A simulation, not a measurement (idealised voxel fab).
The name of this process module is voxel double patterning.
We display cut, a cross-section 175 nm in width whose square cells are each 5 nm.
Reading order for cross-sections: top band down to bottom band. Underlying form: a grid of square cells. Band size: one or more rows of cells. Band: top and bottom heights (nm) first, top before bottom; then materials from left to right, widths in nm. "everywhere" marks a sole material filling the band edge to edge. "empty" denotes empty space. It should be noted that heights are counted from 0, beneath which the wafer as supplied is of one material throughout, and that the lowest band possesses no lower boundary but continues downward, as written in "0 -> down". Graded width ("30..40"): value in top row of band = first number; value in bottom row = second number; row-to-row change constant. Take "no modifications" at face value: in the step it is given for, the cross-section changed in none of its cells. Look at "Completely sealed voids" for the closed voids: empty spaces with no open path to the top, sized 8 cells or up. Each is width x height at distance, distance from the left edge, all nm. It should be noted that, on the line of a given step, the content following the step's settings is a remark produced by the simulator itself with respect to that step. On any step carrying a mask, the "overlay nm" setting, if present on the step's line, tells how far right of its planned place the mask lay; negative values point to the left.
**plan**
1. RECEIVE [material Si]
2. CONFORMAL_DEP [material SiN] [thk nm 5]
3. DIRECTIONAL_DEP [material SiO2] [thk nm 20]
4. DIRECTIONAL_DEP [material SiCN] [thk nm 5]
5. DIRECTIONAL_DEP [material aC] [thk nm 15]
6. PATTERN [tone open] [mask id FIRST] [material resist] [width nm 15] [pitch nm 50] [thk nm 30] [overlay nm 0]
7. DIRECTIONAL_ETCH [etch materials aC] [depth nm 15]
8. STRIP [etch materials resist]
9. DIRECTIONAL_ETCH [etch materials SiCN] [depth nm 5]
10. STRIP [etch materials aC]
11. DIRECTIONAL_DEP [material aC] [thk nm 10]
12. PATTERN [tone open] [mask id SECOND] [material resist] [width nm 15] [thk nm 30] [overlay nm 0]
13. DIRECTIONAL_ETCH [etch materials aC] [depth nm 10]
14. STRIP [etch materials resist]
15. DIRECTIONAL_ETCH [etch materials SiCN] [depth nm 5]
16. STRIP [etch materials aC]
17. DIRECTIONAL_ETCH [etch materials SiO2] [depth nm 20]
18. STRIP [etch materials SiCN]
**First of two wafers - as planned**
**Cross-section: wafer on arrival = after step 1**
* 0 -> down: Si everywhere
* Completely sealed voids: none
**Presented here is a cross-section of the wafer after step 2 has been performed**
* 5 -> 0: SiN everywhere
* Below a height of 0, the structure has not been altered.
**Presented here is a cross-section of the wafer after step 3 has been performed**
* 25 -> 5: SiO2 everywhere
* Below a height of 5, the structure has not been altered.
**Presented here is a cross-section of the wafer after step 4 has been performed**
* 30 -> 25: SiCN everywhere
* Below a height of 25, the structure has not been altered.
**Presented here is a cross-section of the wafer after step 5 has been performed**
* 45 -> 30: aC everywhere
* Below a height of 30, the structure has not been altered.
**Presented here is a cross-section of the wafer after step 6 has been performed**
* 75 -> 45: resist 55, empty 15, resist 35, empty 15, resist 55
* Below a height of 45, the structure has not been altered.
**Presented here is a cross-section of the wafer after step 7 has been performed**
* 60 -> 45: resist 55, empty 15, resist 35, empty 15, resist 55
* 45 -> 30: aC 55, empty 15, aC 35, empty 15, aC 55
* Below a height of 30, the structure has not been altered.
**Presented here is a cross-section of the wafer after step 8 has been performed**
* 45 -> 30: aC 55, empty 15, aC 35, empty 15, aC 55
* Below a height of 30, the structure has not been altered.
**Presented here is a cross-section of the wafer after step 9 has been performed**
* 45 -> 30: aC 55, empty 15, aC 35, empty 15, aC 55
* 30 -> 25: SiCN 55, empty 15, SiCN 35, empty 15, SiCN 55
* Below a height of 25, the structure has not been altered.
**Presented here is a cross-section of the wafer after step 10 has been performed**
* 30 -> 25: SiCN 55, empty 15, SiCN 35, empty 15, SiCN 55
* Below a height of 25, the structure has not been altered.
**Presented here is a cross-section of the wafer after step 11 has been performed**
* 40 -> 35: aC 55, empty 15, aC 35, empty 15, aC 55
* 35 -> 30: aC everywhere
* 30 -> 25: SiCN 55, aC 15, SiCN 35, aC 15, SiCN 55
* Below a height of 25, the structure has not been altered.
**Presented here is a cross-section of the wafer after step 12 has been performed**
* 70 -> 40: resist 80, empty 15, resist 80
* 40 -> 35: aC 55, resist 15, aC 35, resist 15, aC 55
* Below a height of 35, the structure has not been altered.
**Presented here is a cross-section of the wafer after step 13 has been performed**
* 60 -> 40: resist 80, empty 15, resist 80
* 40 -> 35: aC 55, resist 15, aC 10, empty 15, aC 10, resist 15, aC 55
* 35 -> 30: aC 80, empty 15, aC 80
* Below a height of 30, the structure has not been altered.
**Presented here is a cross-section of the wafer after step 14 has been performed**
* 40 -> 35: aC 55, empty 15, aC 10, empty 15, aC 10, empty 15, aC 55
* Below a height of 35, the structure has not been altered.
**Presented here is a cross-section of the wafer after step 15 has been performed**
* 40 -> 35: aC 55, empty 15, aC 10, empty 15, aC 10, empty 15, aC 55
* 35 -> 30: aC 80, empty 15, aC 80
* 30 -> 25: SiCN 55, aC 15, SiCN 10, empty 15, SiCN 10, aC 15, SiCN 55
* Below a height of 25, the structure has not been altered.
**Presented here is a cross-section of the wafer after step 16 has been performed**
* 30 -> 25: SiCN 55, empty 15, SiCN 10, empty 15, SiCN 10, empty 15, SiCN 55
* Below a height of 25, the structure has not been altered.
**Presented here is a cross-section of the wafer after step 17 has been performed**
* 30 -> 25: SiCN 55, empty 15, SiCN 10, empty 15, SiCN 10, empty 15, SiCN 55
* 25 -> 5: SiO2 55, empty 15, SiO2 10, empty 15, SiO2 10, empty 15, SiO2 55
* Below a height of 5, the structure has not been altered.
**Presented here is a cross-section of the wafer after step 18 has been performed**
* 25 -> 5: SiO2 55, empty 15, SiO2 10, empty 15, SiO2 10, empty 15, SiO2 55
* Below a height of 5, the structure has not been altered.
**Now the other wafer: same start, same recipe, but we messed up one thing when running it. Up to and including step 1 it's the same as the first one**
**Second wafer shown in cross-section at the time step 2 was slated to end**
* 20 -> 0: SiO2 everywhere
* Below a height of 0, the structure has not been altered.
**Second wafer shown in cross-section at the time step 3 was slated to end**
* 25 -> 20: SiN everywhere
* Below a height of 20, the structure has not been altered.
**Second wafer shown in cross-section at the time step 4 was slated to end**
* 30 -> 25: SiCN everywhere
* Below a height of 25, the structure has not been altered.
**Second wafer shown in cross-section at the time step 5 was slated to end**
* 45 -> 30: aC everywhere
* Below a height of 30, the structure has not been altered.
**Second wafer shown in cross-section at the time step 6 was slated to end**
* 75 -> 45: resist 55, empty 15, resist 35, empty 15, resist 55
* Below a height of 45, the structure has not been altered.
**Second wafer shown in cross-section at the time step 7 was slated to end**
* 60 -> 45: resist 55, empty 15, resist 35, empty 15, resist 55
* 45 -> 30: aC 55, empty 15, aC 35, empty 15, aC 55
* Below a height of 30, the structure has not been altered.
**Second wafer shown in cross-section at the time step 8 was slated to end**
* 45 -> 30: aC 55, empty 15, aC 35, empty 15, aC 55
* Below a height of 30, the structure has not been altered.
**Second wafer shown in cross-section at the time step 9 was slated to end**
* 45 -> 30: aC 55, empty 15, aC 35, empty 15, aC 55
* 30 -> 25: SiCN 55, empty 15, SiCN 35, empty 15, SiCN 55
* Below a height of 25, the structure has not been altered.
**Second wafer shown in cross-section at the time step 10 was slated to end**
* 30 -> 25: SiCN 55, empty 15, SiCN 35, empty 15, SiCN 55
* Below a height of 25, the structure has not been altered.
**Second wafer shown in cross-section at the time step 11 was slated to end**
* 40 -> 35: aC 55, empty 15, aC 35, empty 15, aC 55
* 35 -> 30: aC everywhere
* 30 -> 25: SiCN 55, aC 15, SiCN 35, aC 15, SiCN 55
* Below a height of 25, the structure has not been altered.
**Second wafer shown in cross-section at the time step 12 was slated to end**
* 70 -> 40: resist 80, empty 15, resist 80
* 40 -> 35: aC 55, resist 15, aC 35, resist 15, aC 55
* Below a height of 35, the structure has not been altered.
**Second wafer shown in cross-section at the time step 13 was slated to end**
* 60 -> 40: resist 80, empty 15, resist 80
* 40 -> 35: aC 55, resist 15, aC 10, empty 15, aC 10, resist 15, aC 55
* 35 -> 30: aC 80, empty 15, aC 80
* Below a height of 30, the structure has not been altered.
**Second wafer shown in cross-section at the time step 14 was slated to end**
* 40 -> 35: aC 55, empty 15, aC 10, empty 15, aC 10, empty 15, aC 55
* Below a height of 35, the structure has not been altered.
**Second wafer shown in cross-section at the time step 15 was slated to end**
* 40 -> 35: aC 55, empty 15, aC 10, empty 15, aC 10, empty 15, aC 55
* 35 -> 30: aC 80, empty 15, aC 80
* 30 -> 25: SiCN 55, aC 15, SiCN 10, empty 15, SiCN 10, aC 15, SiCN 55
* Below a height of 25, the structure has not been altered.
**Second wafer shown in cross-section at the time step 16 was slated to end**
* 30 -> 25: SiCN 55, empty 15, SiCN 10, empty 15, SiCN 10, empty 15, SiCN 55
* Below a height of 25, the structure has not been altered.
Second wafer shown in cross-section at the time step 17 was slated to end: no modifications
**Second wafer shown in cross-section at the time step 18 was slated to end**
* 25 -> 20: SiN everywhere
* Below a height of 20, the structure has not been altered.
The plan and the run diverged here: ran 2 and 3 in swapped order versus the plan
Heads up, by the end the second wafer has more or fewer cells of some materials compared to the first: SiO2 +36
